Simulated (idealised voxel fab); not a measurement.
A process module follows: voxel fin reveal.
We display cut, a cross-section 220 nm in width whose square cells are each 5 nm.
How to read a cross-section here: the picture is a grid of square cells, written as bands going from the top down, and any band can span one or more rows of cells. Within each band entry, the heights of the top and of the bottom of the band appear first, in that order and in nm; the materials of the band then follow from left to right, each with its corresponding width in nm. The designation "edge to edge" on a single material indicates that it fills the band from edge to edge; the designation "blank" indicates empty space. Height datum 0, below which the as-received substrate wafer is one material. Lowest band open at the bottom, running downward: "0 down". A width given as "30 to 40" starts at the first number in the band's top row and ends at the second number in its bottom row, shifting by an equal amount at every step from row to row. A step reported as "no modification" is a step in which no cell of the cross-section changed. For the entry "Sealed void listing", the listed items are empty spaces with no open way to the top whose size is 8 cells or more; each item follows the pattern width x height at distance, where distance is from the left edge and all three are in nm. Read whatever lies past the settings on a step's line as the simulator's own remark about the step. overlay nm: for a step with a mask, the amount by which the mask lay right of where it was planned; a negative amount means left of it.
**plan**
| 1 | RECEIVE: material Si |
| 2 | CONFORMAL_DEP: material SiN, thk nm 10 |
| 3 | MASKED_ETCH: tone cover, mask id FINS, width nm 15, pitch nm 40, etch materials SiN, depth nm 10, overlay nm 0 |
| 4 | MASKED_ETCH: tone cover, mask id FINS, width nm 15, pitch nm 40, etch materials Si, depth nm 40, overlay nm 0 |
| 5 | OXIDIZE: depth nm 5 |
| 6 | FILL_DEP: material SiO2, thk nm 5 |
| 7 | CMP: height nm 10 |
| 8 | SELECTIVE_ETCH: etch materials SiO2, depth nm 40 |
| 9 | STRIP: etch materials SiN |
**The following pertains to the first of two wafers, which was processed as planned**
**Cross-section, incoming material, after step 1**
  0 down  Si edge to edge
  Sealed void listing: none
**Presented here is a cross-section of the wafer after step 2 has been performed**
  10 to 0  SiN edge to edge
  Note: structure below 0 unchanged.
**Presented here is a cross-section of the wafer after step 3 has been performed**
  10 to 0  blank=40 | SiN=15 | blank=25 | SiN=15 | blank=25 | SiN=15 | blank=25 | SiN=15 | blank=45
  Note: structure below 0 unchanged.
**Presented here is a cross-section of the wafer after step 4 has been performed**
  10 to 0  blank=40 | SiN=15 | blank=25 | SiN=15 | blank=25 | SiN=15 | blank=25 | SiN=15 | blank=45
  0 to -40  blank=40 | Si=15 | blank=25 | Si=15 | blank=25 | Si=15 | blank=25 | Si=15 | blank=45
  Note: structure below -40 unchanged.
**Presented here is a cross-section of the wafer after step 5 has been performed**
  10 to 0  blank=40 | SiN=15 | blank=25 | SiN=15 | blank=25 | SiN=15 | blank=25 | SiN=15 | blank=45
  0 to -40  blank=40 | SiO2=5 | Si=5 | SiO2=5 | blank=25 | SiO2=5 | Si=5 | SiO2=5 | blank=25 | SiO2=5 | Si=5 | SiO2=5 | blank=25 | SiO2=5 | Si=5 | SiO2=5 | blank=45
  -40 to -45  SiO2=45 | Si=5 | SiO2=35 | Si=5 | SiO2=35 | Si=5 | SiO2=35 | Si=5 | SiO2=50
  Note: structure below -45 unchanged.
**Presented here is a cross-section of the wafer after step 6 has been performed**
  15 to 10  SiO2 edge to edge
  10 to 0  SiO2=40 | SiN=15 | SiO2=25 | SiN=15 | SiO2=25 | SiN=15 | SiO2=25 | SiN=15 | SiO2=45
  0 to -45  SiO2=45 | Si=5 | SiO2=35 | Si=5 | SiO2=35 | Si=5 | SiO2=35 | Si=5 | SiO2=50
  Note: structure below -45 unchanged.
**Presented here is a cross-section of the wafer after step 7 has been performed**
  10 to 0  SiO2=40 | SiN=15 | SiO2=25 | SiN=15 | SiO2=25 | SiN=15 | SiO2=25 | SiN=15 | SiO2=45
  Note: structure below 0 unchanged.
**Presented here is a cross-section of the wafer after step 8 has been performed**
  10 to 0  blank=40 | SiN=15 | blank=25 | SiN=15 | blank=25 | SiN=15 | blank=25 | SiN=15 | blank=45
  0 to -30  blank=45 | Si=5 | blank=35 | Si=5 | blank=35 | Si=5 | blank=35 | Si=5 | blank=50
  Note: structure below -30 unchanged.
**Presented here is a cross-section of the wafer after step 9 has been performed**
  0 to -30  blank=45 | Si=5 | blank=35 | Si=5 | blank=35 | Si=5 | blank=35 | Si=5 | blank=50
  Note: structure below -30 unchanged.
**Second of two: same start, same plan, one run error; steps up to and including 2 match the first**
**Here is the second wafer in cross-section at the point where step 3 of the plan should have been done**
  10 to 0  SiN=40 | blank=15 | SiN=25 | blank=15 | SiN=25 | blank=15 | SiN=25 | blank=15 | SiN=45
  Note: structure below 0 unchanged.
Here is the second wafer in cross-section at the point where step 4 of the plan should have been done: no modification
**Here is the second wafer in cross-section at the point where step 5 of the plan should have been done**
  10 to 0  SiN=40 | blank=15 | SiN=25 | blank=15 | SiN=25 | blank=15 | SiN=25 | blank=15 | SiN=45
  0 to -5  Si=35 | SiO2=25 | Si=15 | SiO2=25 | Si=15 | SiO2=25 | Si=15 | SiO2=25 | Si=40
  Note: structure below -5 unchanged.
**Here is the second wafer in cross-section at the point where step 6 of the plan should have been done**
  15 to 10  SiO2 edge to edge
  10 to 0  SiN=40 | SiO2=15 | SiN=25 | SiO2=15 | SiN=25 | SiO2=15 | SiN=25 | SiO2=15 | SiN=45
  Note: structure below 0 unchanged.
**Here is the second wafer in cross-section at the point where step 7 of the plan should have been done**
  10 to 0  SiN=40 | SiO2=15 | SiN=25 | SiO2=15 | SiN=25 | SiO2=15 | SiN=25 | SiO2=15 | SiN=45
  Note: structure below 0 unchanged.
**Here is the second wafer in cross-section at the point where step 8 of the plan should have been done**
  10 to 0  SiN=40 | blank=15 | SiN=25 | blank=15 | SiN=25 | blank=15 | SiN=25 | blank=15 | SiN=45
  0 to -5  Si=35 | blank=25 | Si=15 | blank=25 | Si=15 | blank=25 | Si=15 | blank=25 | Si=40
  Note: structure below -5 unchanged.
**Here is the second wafer in cross-section at the point where step 9 of the plan should have been done**
  0 to -5  Si=35 | blank=25 | Si=15 | blank=25 | Si=15 | blank=25 | Si=15 | blank=25 | Si=40
  Note: structure below -5 unchanged.
Where did the run depart from the plan? step 3 went in with a setting other than planned; the actual run was MASKED_ETCH: tone open, mask id FINS, width nm 15, pitch nm 40, etch materials SiN, depth nm 10, overlay nm 0
FYI, end of process, the second wafer has more or fewer cells of some materials than the first: 340 more of Si; 120 fewer of SiO2
